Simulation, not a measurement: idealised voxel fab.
Name of the process module below: voxel double patterning
FYI the section here is cut, 200 nm wide, cells are 5 nm squares.
Square cells in a grid make up a cross-section in this document, and the grid is given as bands, listed from the top down, each one or more rows of cells.
Per band: top height and bottom height in nm, followed by the left-to-right materials and their widths in nm; "edge to edge" marks a single material spanning edge to edge, "blank" marks empty space.
Heads up on the height convention: 0 is the point under which the incoming wafer is all one material, and the lowest band has no bottom, it just keeps going down, like "0 -> down".
Width: "30 to 40" (first number = top row, second number = bottom row, same change from row to row of cells).
The cross-section has no changed cell in any step marked "nothing was modified".
If an empty space has no open way to the top and is at least 8 cells in size, "Entrapped void list" lists it, written width x height at distance, where distance is measured from the left edge and every value is in nm.
On each step's line, the part that comes after the settings is the simulator's own comment on the step.
"overlay nm" answers the question of how far to the right of plan the mask lay on a step that has a mask, and when it is negative the answer is to the left.
# The steps planned for the process are as follows
| 1 | RECEIVE, material Si |
| 2 | CONFORMAL_DEP, material SiO2, thk nm 10 |
| 3 | DIRECTIONAL_DEP, material TiN, thk nm 15 |
| 4 | DIRECTIONAL_DEP, material SiCN, thk nm 10 |
| 5 | DIRECTIONAL_DEP, material aC, thk nm 15 |
| 6 | PATTERN, tone open, mask id FIRST, material resist, width nm 15, pitch nm 50, thk nm 35, overlay nm 0 |
| 7 | DIRECTIONAL_ETCH, etch materials aC, depth nm 15 |
| 8 | STRIP, etch materials resist |
| 9 | DIRECTIONAL_ETCH, etch materials SiCN, depth nm 10 |
| 10 | STRIP, etch materials aC |
| 11 | PATTERN, tone open, mask id SECOND, material resist, width nm 15, pitch nm 50, thk nm 20, overlay nm 0 |
| 12 | DIRECTIONAL_ETCH, etch materials SiCN, depth nm 10 |
| 13 | STRIP, etch materials resist |
| 14 | DIRECTIONAL_ETCH, etch materials TiN, depth nm 15 |
| 15 | STRIP, etch materials SiCN |
# Wafer as received: cross-section following step 1
  0 -> down | Si edge to edge
  Entrapped void list: none
# End-of-module cross-section. Starting structure and process plan as above; one mistake made in running it
  15 -> 0 | 40 nm TiN  15 nm blank  10 nm TiN  15 nm blank  10 nm TiN  15 nm blank  10 nm TiN  15 nm blank  10 nm TiN  15 nm blank  45 nm TiN
  0 -> down | Si edge to edge
  Entrapped void list: none
Nonconformance to the process plan: the plan's step 2 went unexecuted, having been skipped
